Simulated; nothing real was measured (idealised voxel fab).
process module | voxel gate over fins
cross-section cut | 175 nm wide | cells 5 nm
A cross-section is a grid of square cells, given in bands from the top down. A band is one or more rows of cells.
Each band's line starts with the height of the band's top and of its bottom, in nm. Then come its materials from left to right, each with its width in nm. One material with "throughout" fills the band from edge to edge. "air" is empty space.
Height 0 is the level under which the wafer as received is all one material. The lowest band goes on downwards, as in "0 down".
A width such as "30 to 40" changes by the same amount from each row of cells to the next, from the band's top row to its bottom row.
"no change" after a step means that no cell of the cross-section changed.
closed voids: empty space of 8 cells or more with no open way to the top, each as width x height at its distance from the left edge, in nm
after a step's settings: what the simulator itself notes on the step
overlay nm, on a step with a mask: how far to the right of its planned place the mask lay; to the left if negative
plan
1 op RECEIVE | material Si
2 op CONFORMAL_DEP | material SiN | thk nm 10
3 op PATTERN | tone cover | mask id FINS | material resist | width nm 15 | pitch nm 35 | thk nm 15 | overlay nm 0
4 op DIRECTIONAL_ETCH | etch materials SiN | depth nm 10
5 op DIRECTIONAL_ETCH | etch materials Si | depth nm 30
6 op STRIP | etch materials resist
7 op OXIDIZE | depth nm 5
8 op FILL_DEP | material SiO2 | thk nm 10
9 op CMP | height nm 10
10 op SELECTIVE_ETCH | etch materials SiO2 | depth nm 20
11 op STRIP | etch materials SiN
12 op CONFORMAL_DEP | material HfO2 | thk nm 5
13 op CONFORMAL_DEP | material TiN | thk nm 5
14 op CONFORMAL_DEP | material TiAl | thk nm 5
15 op CONFORMAL_DEP | material TiN | thk nm 5
16 op FILL_DEP | material W | thk nm 15
17 op CMP | height nm 30
18 op CONFORMAL_DEP | material SiN | thk nm 5
as received, after step 1
  0 down: Si throughout
  closed voids: none
a wafer at the end: this start, this plan, one mistake
  35 to 30: SiN throughout
  30 to 20: W throughout
  20 to 15: W 10 | TiN 155 | W 10
  15 to 10: W 10 | TiN 5 | TiAl 145 | TiN 5 | W 10
  10 to 5: TiN 15 | TiAl 5 | TiN 30 | TiAl 5 | TiN 30 | TiAl 5 | TiN 30 | TiAl 5 | TiN 30 | TiAl 5 | TiN 15
  5 to 0: TiAl 20 | TiN 5 | HfO2 20 | TiN 5 | TiAl 5 | TiN 5 | HfO2 20 | TiN 5 | TiAl 5 | TiN 5 | HfO2 20 | TiN 5 | TiAl 5 | TiN 5 | HfO2 20 | TiN 5 | TiAl 20
  0 to -5: TiN 25 | HfO2 5 | Si 10 | HfO2 5 | TiN 15 | HfO2 5 | Si 10 | HfO2 5 | TiN 15 | HfO2 5 | Si 10 | HfO2 5 | TiN 15 | HfO2 5 | Si 10 | HfO2 5 | TiN 25
  -5 to -10: HfO2 30 | Si 10 | HfO2 25 | Si 10 | HfO2 25 | Si 10 | HfO2 25 | Si 10 | HfO2 30
  -10 to -35: SiO2 30 | Si 10 | SiO2 25 | Si 10 | SiO2 25 | Si 10 | SiO2 25 | Si 10 | SiO2 30
  -35 down: Si throughout
  closed voids: none
what went wrong: step 3 ran as: op PATTERN | tone cover | mask id FINS | material resist | width nm 20 | pitch nm 35 | thk nm 15 | overlay nm 0
